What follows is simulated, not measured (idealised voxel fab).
process module | voxel ribs on slabs
cross-section cut | 270 nm wide | cells 5 nm
A cross-section is a grid of square cells, given in bands from the top down. A band is one or more rows of cells.
Each band's line starts with the height of the band's top and of its bottom, in nm. Then come its materials from left to right, each with its width in nm. One material with "throughout" fills the band from edge to edge. "air" is empty space.
Height 0 is the level under which the wafer as received is all one material. The lowest band goes on downwards, as in "0 down".
A width such as "30 to 40" changes by the same amount from each row of cells to the next, from the band's top row to its bottom row.
"no change" after a step means that no cell of the cross-section changed.
closed voids: empty space of 8 cells or more with no open way to the top, each as width x height at its distance from the left edge, in nm
after a step's settings: what the simulator itself notes on the step
overlay nm, on a step with a mask: how far to the right of its planned place the mask lay; to the left if negative
plan
1 op RECEIVE | material Si
2 op DIRECTIONAL_DEP | material SiO2 | thk nm 20
3 op DIRECTIONAL_DEP | material polySi | thk nm 25
4 op MASKED_ETCH | tone cover | mask id RIB | width nm 20 | etch materials polySi | depth nm 20 | overlay nm 0
5 op PATTERN | tone cover | mask id SLAB | material resist | width nm 70 | thk nm 20 | overlay nm 0
6 op DIRECTIONAL_ETCH | etch materials polySi | depth nm 5
7 op STRIP | etch materials resist
8 op FILL_DEP | material SiO2 | thk nm 20
9 op CMP | height nm 65
10 op DIRECTIONAL_DEP | material TiN | thk nm 10
11 op DIRECTIONAL_DEP | material aC | thk nm 10
12 op PATTERN | tone cover | mask id HEATER | material resist | width nm 30 | thk nm 30 | overlay nm 0
13 op DIRECTIONAL_ETCH | etch materials aC | depth nm 10
14 op STRIP | etch materials resist
15 op DIRECTIONAL_ETCH | etch materials TiN | depth nm 10
16 op STRIP | etch materials aC
17 op CONFORMAL_DEP | material SiO2 | thk nm 10
varied across the wafers: thk nm of step 2. The plan shows the first wafer's value. All wafers start alike
first wafer as received, after step 1
  0 down: Si throughout
  closed voids: none
each wafer at the end: cells of each material gained (+) or lost (-) since it was received, then its closed voids
thk nm 20 | +788 SiO2 | +12 TiN | +30 polySi | closed voids: none
thk nm 25 | +788 SiO2 | +12 TiN | +30 polySi | closed voids: none
thk nm 30 | +788 SiO2 | +12 TiN | +30 polySi | closed voids: none
thk nm 35 | +788 SiO2 | +12 TiN | +30 polySi | closed voids: none
thk nm 40 | +788 SiO2 | +12 TiN | +30 polySi | closed voids: none
thk nm 45 | +792 SiO2 | +12 TiN | +26 polySi | closed voids: none
